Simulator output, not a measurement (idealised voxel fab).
process module | voxel trench capacitor
cross-section cut | 255 nm wide | cells 5 nm
A cross-section is a grid of square cells, given in bands from the top down. A band is one or more rows of cells.
Each band's line starts with the height of the band's top and of its bottom, in nm. Then come its materials from left to right, each with its width in nm. One material with "throughout" fills the band from edge to edge. "air" is empty space.
Height 0 is the level under which the wafer as received is all one material. The lowest band goes on downwards, as in "0 down".
A width such as "30 to 40" changes by the same amount from each row of cells to the next, from the band's top row to its bottom row.
"no change" after a step means that no cell of the cross-section changed.
closed voids: empty space of 8 cells or more with no open way to the top, each as width x height at its distance from the left edge, in nm
after a step's settings: what the simulator itself notes on the step
overlay nm, on a step with a mask: how far to the right of its planned place the mask lay; to the left if negative
plan
1 op RECEIVE | material Si
2 op CONFORMAL_DEP | material SiN | thk nm 10
3 op DIRECTIONAL_DEP | material aC | thk nm 10
4 op PATTERN | tone open | mask id TRENCH | material resist | width nm 30 | pitch nm 55 | thk nm 25 | overlay nm 0
5 op DIRECTIONAL_ETCH | etch materials aC | depth nm 10
6 op STRIP | etch materials resist
7 op DIRECTIONAL_ETCH | etch materials SiN | depth nm 10
8 op DIRECTIONAL_ETCH | etch materials Si | depth nm 40
9 op STRIP | etch materials aC
10 op CONFORMAL_DEP | material Al2O3 | thk nm 5
11 op CONFORMAL_DEP | material TiN | thk nm 5
12 op FILL_DEP | material W | thk nm 5
13 op CMP | height nm 10
first wafer, as planned
as received, after step 1
  0 down: Si throughout
  closed voids: none
after step 2
  10 to 0: SiN throughout
  below 0: unchanged
after step 3
  20 to 10: aC throughout
  below 10: unchanged
after step 4
  45 to 20: resist 85 | air 30 | resist 25 | air 30 | resist 85
  below 20: unchanged
after step 5
  35 to 20: resist 85 | air 30 | resist 25 | air 30 | resist 85
  20 to 10: aC 85 | air 30 | aC 25 | air 30 | aC 85
  below 10: unchanged
after step 6
  20 to 10: aC 85 | air 30 | aC 25 | air 30 | aC 85
  below 10: unchanged
after step 7
  20 to 10: aC 85 | air 30 | aC 25 | air 30 | aC 85
  10 to 0: SiN 85 | air 30 | SiN 25 | air 30 | SiN 85
  below 0: unchanged
after step 8
  20 to 10: aC 85 | air 30 | aC 25 | air 30 | aC 85
  10 to 0: SiN 85 | air 30 | SiN 25 | air 30 | SiN 85
  0 to -40: Si 85 | air 30 | Si 25 | air 30 | Si 85
  below -40: unchanged
after step 9
  10 to 0: SiN 85 | air 30 | SiN 25 | air 30 | SiN 85
  below 0: unchanged
after step 10
  15 to 10: Al2O3 90 | air 20 | Al2O3 35 | air 20 | Al2O3 90
  10 to 0: SiN 85 | Al2O3 5 | air 20 | Al2O3 5 | SiN 25 | Al2O3 5 | air 20 | Al2O3 5 | SiN 85
  0 to -35: Si 85 | Al2O3 5 | air 20 | Al2O3 5 | Si 25 | Al2O3 5 | air 20 | Al2O3 5 | Si 85
  -35 to -40: Si 85 | Al2O3 30 | Si 25 | Al2O3 30 | Si 85
  below -40: unchanged
after step 11
  20 to 15: TiN 95 | air 10 | TiN 45 | air 10 | TiN 95
  15 to 10: Al2O3 90 | TiN 5 | air 10 | TiN 5 | Al2O3 35 | TiN 5 | air 10 | TiN 5 | Al2O3 90
  10 to 0: SiN 85 | Al2O3 5 | TiN 5 | air 10 | TiN 5 | Al2O3 5 | SiN 25 | Al2O3 5 | TiN 5 | air 10 | TiN 5 | Al2O3 5 | SiN 85
  0 to -30: Si 85 | Al2O3 5 | TiN 5 | air 10 | TiN 5 | Al2O3 5 | Si 25 | Al2O3 5 | TiN 5 | air 10 | TiN 5 | Al2O3 5 | Si 85
  -30 to -35: Si 85 | Al2O3 5 | TiN 20 | Al2O3 5 | Si 25 | Al2O3 5 | TiN 20 | Al2O3 5 | Si 85
  below -35: unchanged
after step 12
  25 to 20: W throughout
  20 to 15: TiN 95 | W 10 | TiN 45 | W 10 | TiN 95
  15 to 10: Al2O3 90 | TiN 5 | W 10 | TiN 5 | Al2O3 35 | TiN 5 | W 10 | TiN 5 | Al2O3 90
  10 to 0: SiN 85 | Al2O3 5 | TiN 5 | W 10 | TiN 5 | Al2O3 5 | SiN 25 | Al2O3 5 | TiN 5 | W 10 | TiN 5 | Al2O3 5 | SiN 85
  0 to -30: Si 85 | Al2O3 5 | TiN 5 | W 10 | TiN 5 | Al2O3 5 | Si 25 | Al2O3 5 | TiN 5 | W 10 | TiN 5 | Al2O3 5 | Si 85
  below -30: unchanged
after step 13
  10 to 0: SiN 85 | Al2O3 5 | TiN 5 | W 10 | TiN 5 | Al2O3 5 | SiN 25 | Al2O3 5 | TiN 5 | W 10 | TiN 5 | Al2O3 5 | SiN 85
  below 0: unchanged
second wafer: like start, like plan, one mistake. Through step 3 it matches the first wafer
when step 4 should have ended
  45 to 20: resist 80 | air 40 | resist 15 | air 40 | resist 80
  below 20: unchanged
when step 5 should have ended
  35 to 20: resist 80 | air 40 | resist 15 | air 40 | resist 80
  20 to 10: aC 80 | air 40 | aC 15 | air 40 | aC 80
  below 10: unchanged
when step 6 should have ended
  20 to 10: aC 80 | air 40 | aC 15 | air 40 | aC 80
  below 10: unchanged
when step 7 should have ended
  20 to 10: aC 80 | air 40 | aC 15 | air 40 | aC 80
  10 to 0: SiN 80 | air 40 | SiN 15 | air 40 | SiN 80
  below 0: unchanged
when step 8 should have ended
  20 to 10: aC 80 | air 40 | aC 15 | air 40 | aC 80
  10 to 0: SiN 80 | air 40 | SiN 15 | air 40 | SiN 80
  0 to -40: Si 80 | air 40 | Si 15 | air 40 | Si 80
  below -40: unchanged
when step 9 should have ended
  10 to 0: SiN 80 | air 40 | SiN 15 | air 40 | SiN 80
  below 0: unchanged
when step 10 should have ended
  15 to 10: Al2O3 85 | air 30 | Al2O3 25 | air 30 | Al2O3 85
  10 to 0: SiN 80 | Al2O3 5 | air 30 | Al2O3 5 | SiN 15 | Al2O3 5 | air 30 | Al2O3 5 | SiN 80
  0 to -35: Si 80 | Al2O3 5 | air 30 | Al2O3 5 | Si 15 | Al2O3 5 | air 30 | Al2O3 5 | Si 80
  -35 to -40: Si 80 | Al2O3 40 | Si 15 | Al2O3 40 | Si 80
  below -40: unchanged
when step 11 should have ended
  20 to 15: TiN 90 | air 20 | TiN 35 | air 20 | TiN 90
  15 to 10: Al2O3 85 | TiN 5 | air 20 | TiN 5 | Al2O3 25 | TiN 5 | air 20 | TiN 5 | Al2O3 85
  10 to 0: SiN 80 | Al2O3 5 | TiN 5 | air 20 | TiN 5 | Al2O3 5 | SiN 15 | Al2O3 5 | TiN 5 | air 20 | TiN 5 | Al2O3 5 | SiN 80
  0 to -30: Si 80 | Al2O3 5 | TiN 5 | air 20 | TiN 5 | Al2O3 5 | Si 15 | Al2O3 5 | TiN 5 | air 20 | TiN 5 | Al2O3 5 | Si 80
  -30 to -35: Si 80 | Al2O3 5 | TiN 30 | Al2O3 5 | Si 15 | Al2O3 5 | TiN 30 | Al2O3 5 | Si 80
  below -35: unchanged
when step 12 should have ended
  25 to 20: W throughout
  20 to 15: TiN 90 | W 20 | TiN 35 | W 20 | TiN 90
  15 to 10: Al2O3 85 | TiN 5 | W 20 | TiN 5 | Al2O3 25 | TiN 5 | W 20 | TiN 5 | Al2O3 85
  10 to 0: SiN 80 | Al2O3 5 | TiN 5 | W 20 | TiN 5 | Al2O3 5 | SiN 15 | Al2O3 5 | TiN 5 | W 20 | TiN 5 | Al2O3 5 | SiN 80
  0 to -30: Si 80 | Al2O3 5 | TiN 5 | W 20 | TiN 5 | Al2O3 5 | Si 15 | Al2O3 5 | TiN 5 | W 20 | TiN 5 | Al2O3 5 | Si 80
  below -30: unchanged
when step 13 should have ended
  10 to 0: SiN 80 | Al2O3 5 | TiN 5 | W 20 | TiN 5 | Al2O3 5 | SiN 15 | Al2O3 5 | TiN 5 | W 20 | TiN 5 | Al2O3 5 | SiN 80
  below 0: unchanged
what went wrong: step 4 ran as: op PATTERN | tone open | mask id TRENCH | material resist | width nm 40 | pitch nm 55 | thk nm 25 | overlay nm 0
at the end the second wafer has, in cells: 4 more of Al2O3 | 32 fewer of Si | 8 fewer of SiN | 4 more of TiN | 32 more of W
